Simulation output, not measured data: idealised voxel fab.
This section sets out a process module, namely voxel fin reveal.
Cross-sectional view cut (width: 160 nm; square cell size: 5 nm).
We lay out every cross-section as a grid of square cells and spell it out in bands from the top down, where one band means one or more rows of cells.
Top, bottom (nm), then materials left to right with widths (nm); lone material tagged "all across" fills the whole band edge to edge; "air" = empty space.
The reference from which all heights are counted is 0, the level beneath which the as-received wafer is entirely one material; the lowest band, having no lower bound, proceeds downward and is written after the example "0..down".
When a width is written as two numbers, as in "30..40", the first number is the width in the top row of cells of the band and the second is the width in its bottom row, and the width changes by the same amount from each row to the next.
What does "nothing different" mean for a step? It means no cell of the cross-section changed in that step.
The label "Voids, fully enclosed" introduces a list of the empty spaces, 8 cells or larger, that have no open way up to the top; each entry in it reads width x height at distance, where the distance is taken from the left edge and all three are stated in nm.
Read whatever lies past the settings on a step's line as the simulator's own remark about the step.
When a step includes a mask, the "overlay nm" setting on its line states how far to the right of its planned place that mask lay, and negative values state how far to the left.

[Here's what the planned process steps look like]
| 1 | RECEIVE [material Si] |
| 2 | CONFORMAL_DEP [material SiN] [thk nm 5] |
| 3 | MASKED_ETCH [tone cover] [mask id FINS] [width nm 15] [pitch nm 35] [etch materials SiN] [depth nm 5] [overlay nm 0] |
| 4 | MASKED_ETCH [tone cover] [mask id FINS] [width nm 15] [pitch nm 35] [etch materials Si] [depth nm 30] [overlay nm 0] |
| 5 | FILL_DEP [material SiO2] [thk nm 5] |
| 6 | CMP [height nm 5] |
| 7 | SELECTIVE_ETCH [etch materials SiO2] [depth nm 20] |
| 8 | STRIP [etch materials SiN] |

[Wafer as received: cross-section following step 1]
    0..down | Si all across
    Voids, fully enclosed: none

[Cross-sectional image of the first of two wafers at the end of the module, the run having proceeded as planned]
    0..-15 | 20 nm air, 15 nm Si, 20 nm air, 15 nm Si, 20 nm air, 15 nm Si, 20 nm air, 15 nm Si, 20 nm air
    -15..-30 | 20 nm SiO2, 15 nm Si, 20 nm SiO2, 15 nm Si, 20 nm SiO2, 15 nm Si, 20 nm SiO2, 15 nm Si, 20 nm SiO2
    -30..down | Si all across
    Voids, fully enclosed: none

[Cross-section of the latter of the two wafers at module completion. It had an identical start and an identical plan to the former; in running it, one mistake was made]
    0..-5 | 20 nm air, 15 nm Si, 20 nm air, 15 nm Si, 20 nm air, 15 nm Si, 20 nm air, 15 nm Si, 20 nm air
    -5..-30 | 20 nm SiO2, 15 nm Si, 20 nm SiO2, 15 nm Si, 20 nm SiO2, 15 nm Si, 20 nm SiO2, 15 nm Si, 20 nm SiO2
    -30..down | Si all across
    Voids, fully enclosed: none
Deviation noted in wafer processing: step 7 ran differently from the plan; actual operation with settings: SELECTIVE_ETCH [etch materials SiO2] [depth nm 10]
Per the end-of-run cell counts, the second wafer holds more or fewer of some materials than the first: +40 SiO2
